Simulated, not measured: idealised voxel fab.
process module | voxel released beams
cross-section cut | 275 nm wide | cells 5 nm
A cross-section is a grid of square cells, given in bands from the top down. A band is one or more rows of cells.
Each band's line starts with the height of the band's top and of its bottom, in nm. Then come its materials from left to right, each with its width in nm. One material with "throughout" fills the band from edge to edge. "air" is empty space.
Height 0 is the level under which the wafer as received is all one material. The lowest band goes on downwards, as in "0 down".
A width such as "30 to 40" changes by the same amount from each row of cells to the next, from the band's top row to its bottom row.
"no change" after a step means that no cell of the cross-section changed.
closed voids: empty space of 8 cells or more with no open way to the top, each as width x height at its distance from the left edge, in nm
after a step's settings: what the simulator itself notes on the step
overlay nm, on a step with a mask: how far to the right of its planned place the mask lay; to the left if negative
plan
1 op RECEIVE | material Si
2 op CONFORMAL_DEP | material SiN | thk nm 10
3 op DIRECTIONAL_DEP | material SiO2 | thk nm 20
4 op DIRECTIONAL_DEP | material aC | thk nm 15
5 op PATTERN | tone open | mask id ANCHOR | material resist | width nm 30 | thk nm 35 | overlay nm 0
6 op DIRECTIONAL_ETCH | etch materials aC | depth nm 15
7 op STRIP | etch materials resist
8 op DIRECTIONAL_ETCH | etch materials SiO2 | depth nm 20
9 op STRIP | etch materials aC
10 op CONFORMAL_DEP | material TiN | thk nm 10
11 op PATTERN | tone cover | mask id BEAM | material resist | width nm 75 | thk nm 15 | overlay nm 0
12 op DIRECTIONAL_ETCH | etch materials TiN | depth nm 10
13 op STRIP | etch materials resist
14 op STRIP | etch materials SiO2
as received, after step 1
  0 down: Si throughout
  closed voids: none
first wafer at the end, as planned
  40 to 30: air 95 | TiN 15 | air 10 | TiN 50 | air 105
  30 to 20: air 100 | TiN 10 | air 10 | TiN 10 | air 145
  20 to 10: air 100 | TiN 30 | air 145
  10 to 0: SiN throughout
  0 down: Si throughout
  closed voids: none
second wafer at the end: like start, like plan, one mistake
  30 to 20: air 95 | TiN 15 | air 10 | TiN 50 | air 105
  20 to 10: air 100 | TiN 10 | air 10 | TiN 10 | air 145
  10 to 0: air 100 | TiN 30 | air 145
  0 down: Si throughout
  closed voids: none
what went wrong: step 2 was left out
at the end the second wafer has, in cells: 110 fewer of SiN
